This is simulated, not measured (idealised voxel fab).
process module | voxel ribs on slabs
We display cut, a cross-section 190 nm in width whose square cells are each 5 nm.
Each cross-section below is a grid of square cells, stated as bands in top-down order, with one or more rows of cells making up each band.
The band entry comprises the height of the band's top followed by the height of its bottom, expressed in nm, and subsequently the band's materials from left to right, each stated together with its width in nm. Where a single material is marked with the word "full width", that material fills the band from edge to edge. The word "blank" represents empty space.
It should be noted that heights are counted from 0, beneath which the wafer as supplied is of one material throughout, and that the lowest band possesses no lower boundary but continues downward, as written in "from 0 down".
Width spec "30->40" -> top row of cells at first value, bottom row at second value, equal per-row change in between.
Any step labelled "remained the same" changed none of the cells in the cross-section.
"Fully enclosed voids": sealed empty spaces, 8 cells or more, no open way to top, listed width x height at distance, with distance from the left edge and width, height and distance in nm.
On each step's line, the part that comes after the settings is the simulator's own comment on the step.
Each step line may optionally specify "overlay nm", which for a step with a mask gives the rightward distance between the mask's planned place and where it lay, a negative value indicating the leftward direction.

## Process steps (planned)
- 1: RECEIVE (material Si)
- 2: DIRECTIONAL_DEP (material SiO2; thk nm 30)
- 3: DIRECTIONAL_DEP (material polySi; thk nm 20)
- 4: PATTERN (tone cover; mask id RIB; material resist; width nm 30; thk nm 20; overlay nm 0)
- 5: DIRECTIONAL_ETCH (etch materials polySi; depth nm 15)
- 6: STRIP (etch materials resist)
- 7: PATTERN (tone cover; mask id SLAB; material resist; width nm 80; thk nm 15; overlay nm 0)
- 8: DIRECTIONAL_ETCH (etch materials polySi; depth nm 5)
- 9: STRIP (etch materials resist)
- 10: FILL_DEP (material SiO2; thk nm 20)
- 11: CMP (height nm 60)
- 12: DIRECTIONAL_DEP (material W; thk nm 5)
- 13: MASKED_ETCH (tone cover; mask id HEATER; width nm 40; etch materials W; depth nm 5; overlay nm 0)
- 14: CONFORMAL_DEP (material SiO2; thk nm 5)

## First of the two wafers, run per plan

## Received-state cross-section, reflecting completion of step 1
from 0 down  Si full width
Fully enclosed voids: none

## After step 2, in cross-section
from 30 to 0  SiO2 full width
Note: structure below 0 unchanged.

## After step 3, in cross-section
from 50 to 30  polySi full width
Note: structure below 30 unchanged.

## After step 4, in cross-section
from 70 to 50  blank=80 | resist=30 | blank=80
Note: structure below 50 unchanged.

## After step 5, in cross-section
from 70 to 50  blank=80 | resist=30 | blank=80
from 50 to 35  blank=80 | polySi=30 | blank=80
Note: structure below 35 unchanged.

## After step 6, in cross-section
from 50 to 35  blank=80 | polySi=30 | blank=80
Note: structure below 35 unchanged.

## After step 7, in cross-section
from 65 to 50  blank=55 | resist=80 | blank=55
from 50 to 35  blank=55 | resist=25 | polySi=30 | resist=25 | blank=55
Note: structure below 35 unchanged.

## After step 8, in cross-section
from 65 to 50  blank=55 | resist=80 | blank=55
from 50 to 35  blank=55 | resist=25 | polySi=30 | resist=25 | blank=55
from 35 to 30  blank=55 | polySi=80 | blank=55
Note: structure below 30 unchanged.

## After step 9, in cross-section
from 50 to 35  blank=80 | polySi=30 | blank=80
Note: structure below 35 unchanged.

## After step 10, in cross-section
from 70 to 50  SiO2 full width
from 50 to 35  SiO2=80 | polySi=30 | SiO2=80
from 35 to 30  SiO2=55 | polySi=80 | SiO2=55
Note: structure below 30 unchanged.

## After step 11, in cross-section
from 60 to 50  SiO2 full width
Note: structure below 50 unchanged.

## After step 12, in cross-section
from 65 to 60  W full width
Note: structure below 60 unchanged.

## After step 13, in cross-section
from 65 to 60  blank=75 | W=40 | blank=75
Note: structure below 60 unchanged.

## After step 14, in cross-section
from 70 to 65  blank=70 | SiO2=50 | blank=70
from 65 to 60  SiO2=75 | W=40 | SiO2=75
Note: structure below 60 unchanged.

## For the second wafer, take the first wafer's start and plan, then add one mistake made in running it; everything through step 13, that step included, is shared with the first

What the second wafer looks like in cross-section when step 14 should have wrapped up: remained the same
Here's what went sideways: it should be noted that step 14 of the plan was omitted and was not performed
Counted in cells at the end, the second wafer holds more or fewer of these materials than the first: SiO2 -40
